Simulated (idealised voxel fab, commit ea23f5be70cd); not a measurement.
process module | voxel released beams
cross-section cut | 145 nm wide | cells 5 nm
A cross-section is a grid of square cells, given in bands from the top down. A band is one or more rows of cells.
Each band's line starts with the height of the band's top and of its bottom, in nm. Then come its materials from left to right, each with its width in nm. One material with "throughout" fills the band from edge to edge. "air" is empty space.
Height 0 is the level under which the wafer as received is all one material. The lowest band goes on downwards, as in "0 down".
A width such as "30 to 40" changes by the same amount from each row of cells to the next, from the band's top row to its bottom row.
"no change" after a step means that no cell of the cross-section changed.
closed voids: empty space of 8 cells or more with no open way to the top, each as width x height at its distance from the left edge, in nm
after a step's settings: what the simulator itself notes on the step
overlay nm, on a step with a mask: how far to the right of its planned place the mask lay; to the left if negative
plan
1 op RECEIVE | material Si
2 op CONFORMAL_DEP | material Al2O3 | thk nm 5
3 op DIRECTIONAL_DEP | material SiO2 | thk nm 15
4 op DIRECTIONAL_DEP | material aC | thk nm 10
5 op PATTERN | tone open | mask id ANCHOR | material resist | width nm 30 | thk nm 30 | overlay nm 0
6 op DIRECTIONAL_ETCH | etch materials aC | depth nm 10
7 op STRIP | etch materials resist
8 op DIRECTIONAL_ETCH | etch materials SiO2 | depth nm 15
9 op STRIP | etch materials aC
10 op CONFORMAL_DEP | material SiN | thk nm 10
11 op DIRECTIONAL_DEP | material aC | thk nm 15
12 op PATTERN | tone cover | mask id BEAM | material resist | width nm 90 | thk nm 35 | overlay nm 0
13 op DIRECTIONAL_ETCH | etch materials aC | depth nm 15
14 op STRIP | etch materials resist
15 op DIRECTIONAL_ETCH | etch materials SiN | depth nm 10
16 op STRIP | etch materials aC
17 op STRIP | etch materials SiO2
first wafer, as planned
as received, after step 1
  0 down: Si throughout
  closed voids: none
after step 2
  5 to 0: Al2O3 throughout
  below 0: unchanged
after step 3
  20 to 5: SiO2 throughout
  below 5: unchanged
after step 4
  30 to 20: aC throughout
  below 20: unchanged
after step 5
  60 to 30: resist 30 | air 30 | resist 85
  below 30: unchanged
after step 6
  50 to 30: resist 30 | air 30 | resist 85
  30 to 20: aC 30 | air 30 | aC 85
  below 20: unchanged
after step 7
  30 to 20: aC 30 | air 30 | aC 85
  below 20: unchanged
after step 8
  30 to 20: aC 30 | air 30 | aC 85
  20 to 5: SiO2 30 | air 30 | SiO2 85
  below 5: unchanged
after step 9
  20 to 5: SiO2 30 | air 30 | SiO2 85
  below 5: unchanged
after step 10
  30 to 20: SiN 40 | air 10 | SiN 95
  20 to 15: SiO2 30 | SiN 10 | air 10 | SiN 10 | SiO2 85
  15 to 5: SiO2 30 | SiN 30 | SiO2 85
  below 5: unchanged
after step 11
  45 to 30: aC 40 | air 10 | aC 95
  30 to 20: SiN 40 | aC 10 | SiN 95
  20 to 15: SiO2 30 | SiN 10 | aC 10 | SiN 10 | SiO2 85
  below 15: unchanged
after step 12
  80 to 45: air 25 | resist 90 | air 30
  45 to 30: aC 40 | resist 10 | aC 95
  below 30: unchanged
after step 13
  65 to 45: air 25 | resist 90 | air 30
  45 to 30: air 25 | aC 15 | resist 10 | aC 65 | air 30
  below 30: unchanged
after step 14
  45 to 30: air 25 | aC 15 | air 10 | aC 65 | air 30
  below 30: unchanged
after step 15
  45 to 30: air 25 | aC 15 | air 10 | aC 65 | air 30
  30 to 20: air 25 | SiN 15 | aC 10 | SiN 65 | air 30
  below 20: unchanged
after step 16
  30 to 20: air 25 | SiN 15 | air 10 | SiN 65 | air 30
  20 to 15: SiO2 30 | SiN 10 | air 10 | SiN 10 | SiO2 85
  below 15: unchanged
after step 17
  30 to 20: air 25 | SiN 15 | air 10 | SiN 65 | air 30
  20 to 15: air 30 | SiN 10 | air 10 | SiN 10 | air 85
  15 to 5: air 30 | SiN 30 | air 85
  below 5: unchanged
second wafer: like start, like plan, one mistake. Through step 3 it matches the first wafer
when step 4 should have ended
  30 to 20: SiN throughout
  below 20: unchanged
when step 5 should have ended
  60 to 30: resist 30 | air 30 | resist 85
  below 30: unchanged
when step 6 should have ended
  50 to 30: resist 30 | air 30 | resist 85
  below 30: unchanged
when step 7 should have ended
  30 to 20: SiN throughout
  below 20: unchanged
when step 8 should have ended: no change
when step 9 should have ended: no change
when step 10 should have ended
  40 to 20: SiN throughout
  below 20: unchanged
when step 11 should have ended
  55 to 40: aC throughout
  below 40: unchanged
when step 12 should have ended
  90 to 55: air 25 | resist 90 | air 30
  below 55: unchanged
when step 13 should have ended
  75 to 55: air 25 | resist 90 | air 30
  55 to 40: air 25 | aC 90 | air 30
  below 40: unchanged
when step 14 should have ended
  55 to 40: air 25 | aC 90 | air 30
  below 40: unchanged
when step 15 should have ended
  55 to 40: air 25 | aC 90 | air 30
  40 to 30: air 25 | SiN 90 | air 30
  below 30: unchanged
when step 16 should have ended
  40 to 30: air 25 | SiN 90 | air 30
  below 30: unchanged
when step 17 should have ended: no change
what went wrong: step 4 ran as: op DIRECTIONAL_DEP | material SiN | thk nm 10
at the end the second wafer has, in cells: 46 more of SiN | 87 more of SiO2
